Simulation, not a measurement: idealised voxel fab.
Process module under the name voxel quadruple lines
Displayed cross-section: cut, width of 270 nm, square cells sized 5 nm.
Throughout this document, each cross-section is represented as a grid of square cells and is presented as a sequence of bands enumerated from the top downward, where a band comprises one or more rows of cells.
First you get the band's top height and its bottom height, in nm, and then the materials it's made of, left to right, with each width in nm. If you see a single material with "all across", that one covers the band edge to edge. "blank" is empty space.
Where do heights start? At 0: under that level the wafer as delivered is made of one material only. And the lowest band has no floor; it just carries on downward, as in "0 -> down".
Quick explanation for "30..40": the width changes in equal steps down the rows of cells, from the first number in the band's top row to the second number in its bottom row.
No cell of the cross-section changed in a step that is given as "all unchanged".
If an empty space has no open way to the top and is at least 8 cells in size, "Unvented voids" lists it, written width x height at distance, where distance is measured from the left edge and every value is in nm.
Text after the settings on a step's line: the simulator's own remark on that step.
overlay nm: for a step with a mask, the amount by which the mask lay right of where it was planned; a negative amount means left of it.
## This section lists the process steps that were planned
step 1: RECEIVE | material Si
step 2: CONFORMAL_DEP | material SiO2 | thk nm 10
step 3: DIRECTIONAL_DEP | material Ru | thk nm 10
step 4: DIRECTIONAL_DEP | material polySi | thk nm 15
step 5: DIRECTIONAL_DEP | material aC | thk nm 25
step 6: PATTERN | tone cover | mask id MANDREL | material resist | width nm 30 | pitch nm 80 | thk nm 30 | overlay nm 0
step 7: DIRECTIONAL_ETCH | etch materials aC | depth nm 25
step 8: STRIP | etch materials resist
step 9: CONFORMAL_DEP | material SiO2 | thk nm 10
step 10: DIRECTIONAL_ETCH | etch materials SiO2 | depth nm 10
step 11: STRIP | etch materials aC
step 12: DIRECTIONAL_ETCH | etch materials polySi | depth nm 15
step 13: STRIP | etch materials SiO2
step 14: CONFORMAL_DEP | material SiCN | thk nm 10
step 15: DIRECTIONAL_ETCH | etch materials SiCN | depth nm 10
step 16: STRIP | etch materials polySi
step 17: DIRECTIONAL_ETCH | etch materials Ru | depth nm 10
step 18: STRIP | etch materials SiCN
## Delivered wafer in cross-section: state after step 1
0 -> down  Si all across
Unvented voids: none
## The following cross-section depicts the wafer upon conclusion of the module. Processing commenced from the starting condition illustrated above and adhered to the plan illustrated above, save for one mistake in execution
20 -> 10  blank=55 / Ru=10 / blank=10 / Ru=10 / blank=20 / Ru=10 / blank=10 / Ru=20 / blank=10 / Ru=10 / blank=20 / Ru=10 / blank=10 / Ru=10 / blank=55
10 -> 0  SiO2 all across
0 -> down  Si all across
Unvented voids: none
Error vs. plan: step 6 did not happen as planned, as run it was PATTERN | tone cover | mask id MANDREL | material resist | width nm 40 | pitch nm 80 | thk nm 30 | overlay nm 0
